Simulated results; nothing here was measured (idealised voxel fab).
Process module heading - voxel self aligned contacts
cross-section cut | 255 nm wide | cells 5 nm
If you're reading a cross-section in this doc, picture square cells in a grid; it comes to you as bands, top ones listed first down to the bottom, and a band can be one or more rows of cells. For a band, the entry starts with two heights in nm, that of the top and then that of the bottom, and carries on with the band's materials in order from left to right, each alongside its width in nm; the word "edge to edge" beside a single material means it fills the band edge to edge, and "air" means empty space. Zero point of the height axis is 0; under it, received wafer = one material. Lowest band: continues down indefinitely, "0 nm and below". The notation "30 to 40" denotes a width that varies across the rows of cells in the band, beginning at the first number in the top row, finishing at the second number in the bottom row, and changing by an identical amount from each row to the next. "left unchanged" for a step: no cell of the cross-section changed in that step. Reported under the label "Completely enclosed voids" are the empty spaces having no open way to the top and comprising 8 cells or more; the notation for each is width x height at distance, in which the distance is measured from the left edge and all three values are in nm. Step line, after settings: the simulator's comment on this step. overlay nm: step with mask; distance mask lay right of planned place; negative value = left of planned place.
This section lists the process steps that were planned:
1. RECEIVE [material Si]
2. CONFORMAL_DEP [material SiO2] [thk nm 5]
3. DIRECTIONAL_DEP [material polySi] [thk nm 25]
4. DIRECTIONAL_DEP [material SiN] [thk nm 25]
5. MASKED_ETCH [tone cover] [mask id GATE] [width nm 30] [pitch nm 70] [etch materials SiN] [depth nm 25] [overlay nm 0]
6. MASKED_ETCH [tone cover] [mask id GATE] [width nm 30] [pitch nm 70] [etch materials polySi] [depth nm 25] [overlay nm 0]
7. CONFORMAL_DEP [material SiN] [thk nm 10]
8. DIRECTIONAL_ETCH [etch materials SiN] [depth nm 10]
9. FILL_DEP [material SiO2] [thk nm 10]
10. CMP [height nm 60]
11. DIRECTIONAL_DEP [material aC] [thk nm 15]
12. PATTERN [tone open] [mask id CONTACT] [material resist] [width nm 50] [thk nm 30] [overlay nm 0]
13. DIRECTIONAL_ETCH [etch materials aC] [depth nm 15]
14. STRIP [etch materials resist]
15. DIRECTIONAL_ETCH [etch materials SiO2] [depth nm 60]
16. STRIP [etch materials aC]
17. CONFORMAL_DEP [material TiN] [thk nm 5]
18. FILL_DEP [material Ru] [thk nm 5]
19. CMP [height nm 60]
20. CONFORMAL_DEP [material SiCN] [thk nm 5]
So this is the incoming wafer in cross-section - it's already been through step 1:
  0 nm and below | Si edge to edge
  Completely enclosed voids: none
Wafer at module end, in section. Began as above, planned as above, run with one mistake:
  65 nm to 60 nm | SiCN edge to edge
  60 nm to 30 nm | SiO2 65 nm / SiN 50 nm / TiN 5 nm / Ru 10 nm / TiN 5 nm / SiN 50 nm / SiO2 70 nm
  30 nm to 15 nm | SiO2 65 nm / SiN 10 nm / polySi 30 nm / SiN 10 nm / TiN 5 nm / Ru 10 nm / TiN 5 nm / SiN 10 nm / polySi 30 nm / SiN 10 nm / SiO2 70 nm
  15 nm to 10 nm | SiO2 65 nm / SiN 10 nm / polySi 30 nm / SiN 10 nm / TiN 20 nm / SiN 10 nm / polySi 30 nm / SiN 10 nm / SiO2 70 nm
  10 nm to 5 nm | SiN 75 nm / polySi 30 nm / SiN 40 nm / polySi 30 nm / SiN 80 nm
  5 nm to 0 nm | SiO2 edge to edge
  0 nm and below | Si edge to edge
  Completely enclosed voids: none
what went wrong: the process deviated at step 8: the operation and settings actually run there were DIRECTIONAL_ETCH [etch materials SiN] [depth nm 5]
